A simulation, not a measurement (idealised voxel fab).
The process module presented herein is designated voxel transistor to metal.
We display cut, a cross-section 210 nm in width whose square cells are each 5 nm.
Bands, listed from the top down, are how a cross-section gets written in this document; the cross-section itself is a grid of square cells, and a band is one or more rows of them.
Top, bottom (nm), then materials left to right with widths (nm); lone material tagged "all across" fills the whole band edge to edge; "air" = empty space.
Height is counted from the level 0, under which the received wafer is composed throughout of one material. The lowest of the bands is not closed at the bottom but continues downward, in the notation "0 nm and below".
Read "30..40" as a graded width: first number on top, second number at the bottom, same change between each pair of neighbouring rows.
Reading "everything unchanged" for a step: not a cell of the cross-section changed in it.
The list in "closed voids" covers empty spaces of 8 cells or more that cannot reach the top through any open way, and it gives each as width x height at distance; the distance is from the left edge, and width, height and distance are in nm.
The remark found on a step's line after its settings is issued by the simulator itself and pertains to that step.
The line of a step may include "overlay nm". On a step with a mask, this value is how far to the right of its planned place the mask lay. A negative value means the mask lay to the left.

# These are the steps we planned for the process
step 1: RECEIVE, material Si
step 2: CONFORMAL_DEP, material SiO2, thk nm 5
step 3: CONFORMAL_DEP, material SiN, thk nm 10
step 4: MASKED_ETCH, tone cover, mask id ACTIVE, width nm 110, etch materials SiN, depth nm 10, overlay nm 0
step 5: MASKED_ETCH, tone cover, mask id ACTIVE, width nm 110, etch materials SiO2, depth nm 5, overlay nm 0
step 6: MASKED_ETCH, tone cover, mask id ACTIVE, width nm 110, etch materials Si, depth nm 25, overlay nm 0
step 7: FILL_DEP, material SiO2, thk nm 10
step 8: CMP, height nm 15
step 9: SELECTIVE_ETCH, etch materials SiO2, depth nm 5
step 10: STRIP, etch materials SiN
step 11: SELECTIVE_ETCH, etch materials SiO2, depth nm 5
step 12: OXIDIZE, depth nm 5
step 13: DIRECTIONAL_DEP, material polySi, thk nm 25
step 14: DIRECTIONAL_DEP, material SiCN, thk nm 15
step 15: MASKED_ETCH, tone cover, mask id GATE, width nm 30, etch materials SiCN, depth nm 25, overlay nm 0
step 16: MASKED_ETCH, tone cover, mask id GATE, width nm 30, etch materials polySi, depth nm 35, overlay nm 0
step 17: CONFORMAL_DEP, material SiN, thk nm 5
step 18: DIRECTIONAL_ETCH, etch materials SiN, depth nm 5
step 19: DIRECTIONAL_ETCH, etch materials SiO2, depth nm 5
step 20: DIRECTIONAL_ETCH, etch materials Si, depth nm 15
step 21: EPI, material pSi, thk nm 15
step 22: FILL_DEP, material SiO2, thk nm 5
step 23: CMP, height nm 25
step 24: STRIP, etch materials polySi
step 25: SELECTIVE_ETCH, etch materials SiO2, depth nm 5
step 26: CONFORMAL_DEP, material HfO2, thk nm 5
step 27: CONFORMAL_DEP, material TiN, thk nm 5
step 28: FILL_DEP, material W, thk nm 5
step 29: CMP, height nm 20
step 30: DIRECTIONAL_DEP, material SiO2, thk nm 15
step 31: DIRECTIONAL_DEP, material aC, thk nm 15
step 32: PATTERN, tone open, mask id CONTACT, material resist, width nm 15, pitch nm 75, thk nm 35, overlay nm 0
step 33: DIRECTIONAL_ETCH, etch materials aC, depth nm 15
step 34: STRIP, etch materials resist
step 35: DIRECTIONAL_ETCH, etch materials SiO2, depth nm 40
step 36: STRIP, etch materials aC
step 37: CONFORMAL_DEP, material TiN, thk nm 5
step 38: FILL_DEP, material Ru, thk nm 10
step 39: CMP, height nm 35
step 40: CONFORMAL_DEP, material SiCN, thk nm 5
step 41: DIRECTIONAL_DEP, material lowk, thk nm 25
step 42: MASKED_ETCH, tone open, mask id METAL_1, width nm 15, pitch nm 75, etch materials lowk, depth nm 25, overlay nm 0
step 43: MASKED_ETCH, tone open, mask id METAL_1, width nm 15, pitch nm 75, etch materials SiCN, depth nm 5, overlay nm 0
step 44: CONFORMAL_DEP, material TiN, thk nm 5
step 45: FILL_DEP, material Cu, thk nm 10
step 46: CMP, height nm 65
step 47: CONFORMAL_DEP, material SiN, thk nm 5

# Cross-section of the wafer upon arrival, representing the state reached after step 1
- 0 nm and below  Si all across
- closed voids: none

# Module complete, cross-section. Starting point and plan per above. One mistake made in running the module
- 70 nm to 65 nm  SiN all across
- 65 nm to 45 nm  60 lowk | 5 TiN | 10 Cu | 5 TiN | 55 lowk | 5 TiN | 10 Cu | 5 TiN | 55 lowk
- 45 nm to 40 nm  60 lowk | 5 TiN | 5 Cu | 10 TiN | 55 lowk | 5 TiN | 5 Cu | 10 TiN | 55 lowk
- 40 nm to 35 nm  60 SiCN | 15 TiN | 60 SiCN | 15 TiN | 60 SiCN
- 35 nm to 20 nm  60 SiO2 | 5 TiN | 5 Ru | 5 TiN | 60 SiO2 | 5 TiN | 5 Ru | 5 TiN | 60 SiO2
- 20 nm to 15 nm  60 SiO2 | 5 TiN | 5 Ru | 5 TiN | 10 SiO2 | 5 SiN | 5 HfO2 | 5 TiN | 10 W | 5 TiN | 5 HfO2 | 5 SiN | 10 SiO2 | 5 TiN | 5 Ru | 5 TiN | 60 SiO2
- 15 nm to 10 nm  60 SiO2 | 15 TiN | 10 SiO2 | 5 SiN | 5 HfO2 | 5 TiN | 10 W | 5 TiN | 5 HfO2 | 5 SiN | 10 SiO2 | 15 TiN | 60 SiO2
- 10 nm to 5 nm  60 SiO2 | 10 TiN | 15 pSi | 5 SiN | 5 HfO2 | 5 TiN | 10 W | 5 TiN | 5 HfO2 | 5 SiN | 15 pSi | 10 TiN | 60 SiO2
- 5 nm to 0 nm  45 SiO2 | 5 SiN | 10 SiO2 | 10 TiN | 15 pSi | 5 SiN | 5 HfO2 | 20 TiN | 5 HfO2 | 5 SiN | 15 pSi | 10 TiN | 10 SiO2 | 5 SiN | 45 SiO2
- 0 nm to -5 nm  60 SiO2 | 10 TiN | 15 pSi | 40 HfO2 | 15 pSi | 10 TiN | 60 SiO2
- -5 nm to -20 nm  50 SiO2 | 35 pSi | 40 Si | 35 pSi | 50 SiO2
- -20 nm to -25 nm  50 SiO2 | 110 Si | 50 SiO2
- -25 nm and below  Si all across
- closed voids: none
The plan and the run diverged here: in deviation from the planned setting, step 42 was conducted as MASKED_ETCH, tone open, mask id METAL_1, width nm 20, pitch nm 75, etch materials lowk, depth nm 25, overlay nm 0
